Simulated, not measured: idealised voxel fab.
Module name: voxel self aligned contacts (process module)
Cross-section cut: width 300 nm, square cells of 5 nm.
How to read a cross-section here: the picture is a grid of square cells, written as bands going from the top down, and any band can span one or more rows of cells.
Read a band's entry like this: the first values are the height of its top and the height of its bottom in nm, and what follows is the sequence of materials from left to right, each with its width in nm. Note that "blank" is empty space, and that a single material marked "everywhere" reaches across the band from edge to edge.
Height datum 0, below which the as-received substrate wafer is one material. Lowest band open at the bottom, running downward: "0 -> down".
Read "30 to 40" as a graded width: first number on top, second number at the bottom, same change between each pair of neighbouring rows.
Step note "no modification" = no cross-section cell changed.
Entry "Closed void register". Content: empty spaces with no open connection to the top, size 8 cells or greater. Each: width x height at distance. Distance: from left edge. Unit: nm.
after a step's settings: what the simulator itself notes on the step
Each step line may optionally specify "overlay nm", which for a step with a mask gives the rightward distance between the mask's planned place and where it lay, a negative value indicating the leftward direction.
[These are the steps we planned for the process]
step 1: RECEIVE | material Si
step 2: OXIDIZE | depth nm 5
step 3: DIRECTIONAL_DEP | material polySi | thk nm 25
step 4: DIRECTIONAL_DEP | material SiN | thk nm 25
step 5: PATTERN | tone cover | mask id GATE | material resist | width nm 25 | pitch nm 65 | thk nm 15 | overlay nm 0
step 6: DIRECTIONAL_ETCH | etch materials SiN | depth nm 25
step 7: DIRECTIONAL_ETCH | etch materials polySi | depth nm 25
step 8: STRIP | etch materials resist
step 9: CONFORMAL_DEP | material SiN | thk nm 10
step 10: DIRECTIONAL_ETCH | etch materials SiN | depth nm 10
step 11: FILL_DEP | material SiO2 | thk nm 15
step 12: CMP | height nm 60
step 13: MASKED_ETCH | tone open | mask id CONTACT | width nm 50 | etch materials SiO2 | depth nm 65 | overlay nm 0
step 14: CONFORMAL_DEP | material TiN | thk nm 5
step 15: FILL_DEP | material Ru | thk nm 5
step 16: CMP | height nm 60
step 17: CONFORMAL_DEP | material SiCN | thk nm 5
[Here's what the wafer looked like in cross-section when it arrived - that's after step 1]
> 0 -> down | Si everywhere
> Closed void register: none
[End-of-module XS, first of two wafers, run as planned]
> 65 -> 60 | SiCN everywhere
> 60 -> 50 | SiO2: 125; TiN: 5 to 20; Ru: 40 to 10; TiN: 5 to 20; SiO2: 125
> 50 -> 25 | SiO2: 95; SiN: 45; TiN: 5; Ru: 10; TiN: 5; SiN: 45; SiO2: 95
> 25 -> 0 | SiO2: 95; SiN: 10; polySi: 25; SiN: 10; TiN: 5; Ru: 10; TiN: 5; SiN: 10; polySi: 25; SiN: 10; SiO2: 95
> 0 -> -5 | SiO2: 140; TiN: 20; SiO2: 140
> -5 -> down | Si everywhere
> Closed void register: none
[Here is the second of the two wafers cut open at the end of the module - same start, same plan as the first one, but we made one mistake running it]
> 65 -> 60 | SiCN everywhere
> 60 -> 55 | SiO2: 125; TiN: 5; Ru: 40; TiN: 5; SiO2: 125
> 55 -> 50 | SiO2: 125; TiN: 50; SiO2: 125
> 50 -> 25 | SiN: 115; SiO2: 5; SiN: 60; SiO2: 5; SiN: 115
> 25 -> 0 | polySi: 105; SiN: 10; SiO2: 5; SiN: 10; polySi: 40; SiN: 10; SiO2: 5; SiN: 10; polySi: 105
> 0 -> -5 | SiO2 everywhere
> -5 -> down | Si everywhere
> Closed void register: none
Deviation from plan: step 5 was processed under conditions differing from the plan, specifically as PATTERN | tone open | mask id GATE | material resist | width nm 25 | pitch nm 65 | thk nm 15 | overlay nm 0
Wrapping up, a cell-based count of both wafers puts the second over or under the first for these materials: 22 fewer of Ru, 200 more of SiN, 356 fewer of SiO2, 22 fewer of TiN, 200 more of polySi
